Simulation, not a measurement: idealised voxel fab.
Presented below is a process module, voxel ribs on slabs.
Cross-sectional view cut (width: 155 nm; square cell size: 5 nm).
When this document writes out a cross-section, it uses a grid of square cells and lists it as bands, beginning at the top and moving down, with a band standing for one or more rows of cells.
Look at the band entry: it leads with the top's height and the bottom's height in nm. Then it lists the materials left to right, with a width in nm for each. The word "all across" on a single material says that material fills the band edge to edge. The word "air" is empty space.
We count height from 0. Below that, the starting wafer is all one material. The lowest band never ends at the bottom but goes on down; see "0 down" for how that is written.
The two numbers in a width such as "30->40" mark its ends across the band: the first belongs to the top row of cells, the second to the bottom row, and from each row to the next the width moves by the same amount.
Take "remained the same" at face value: in the step it is given for, the cross-section changed in none of its cells.
Each empty space that has no open way to the top and spans at least 8 cells appears under "Catalogued sealed voids" as width x height at distance, the distance counted from the left edge, all in nm.
That trailing text on a step's line, after the settings, is the simulator's own remark on the step.
"overlay nm", when on a step's line for a step with a mask, measures how far to the right of its planned place the mask lay; a negative measure means to the left.
Below is the list of planned process steps:
| 1 | RECEIVE (material Si) |
| 2 | DIRECTIONAL_DEP (material SiO2; thk nm 25) |
| 3 | DIRECTIONAL_DEP (material SiN; thk nm 20) |
| 4 | PATTERN (tone cover; mask id RIB; material resist; width nm 15; thk nm 15; overlay nm 0) |
| 5 | DIRECTIONAL_ETCH (etch materials SiN; depth nm 5) |
| 6 | STRIP (etch materials resist) |
| 7 | PATTERN (tone cover; mask id SLAB; material resist; width nm 65; thk nm 15; overlay nm 0) |
| 8 | DIRECTIONAL_ETCH (etch materials SiN; depth nm 15) |
| 9 | STRIP (etch materials resist) |
| 10 | FILL_DEP (material SiO2; thk nm 25) |
| 11 | CMP (height nm 60) |
| 12 | DIRECTIONAL_DEP (material TiN; thk nm 10) |
| 13 | MASKED_ETCH (tone cover; mask id HEATER; width nm 25; etch materials TiN; depth nm 10; overlay nm 0) |
| 14 | CONFORMAL_DEP (material SiO2; thk nm 5) |
Shown in cross-section is the wafer as received, that is, as it stands after step 1:
	0 down: Si all across
	Catalogued sealed voids: none
The cross-section shown corresponds to the wafer at the conclusion of the module. The initial structure and the process plan are those presented above; however, one mistake occurred in executing the plan:
	70 to 60: air: 65  TiN: 25  air: 65
	60 to 45: SiO2 all across
	45 to 40: SiO2: 70  SiN: 15  SiO2: 70
	40 to 25: SiO2: 45  SiN: 65  SiO2: 45
	25 to 0: SiO2 all across
	0 down: Si all across
	Catalogued sealed voids: none
Processing error: step 14 of the plan was excluded from execution and never run
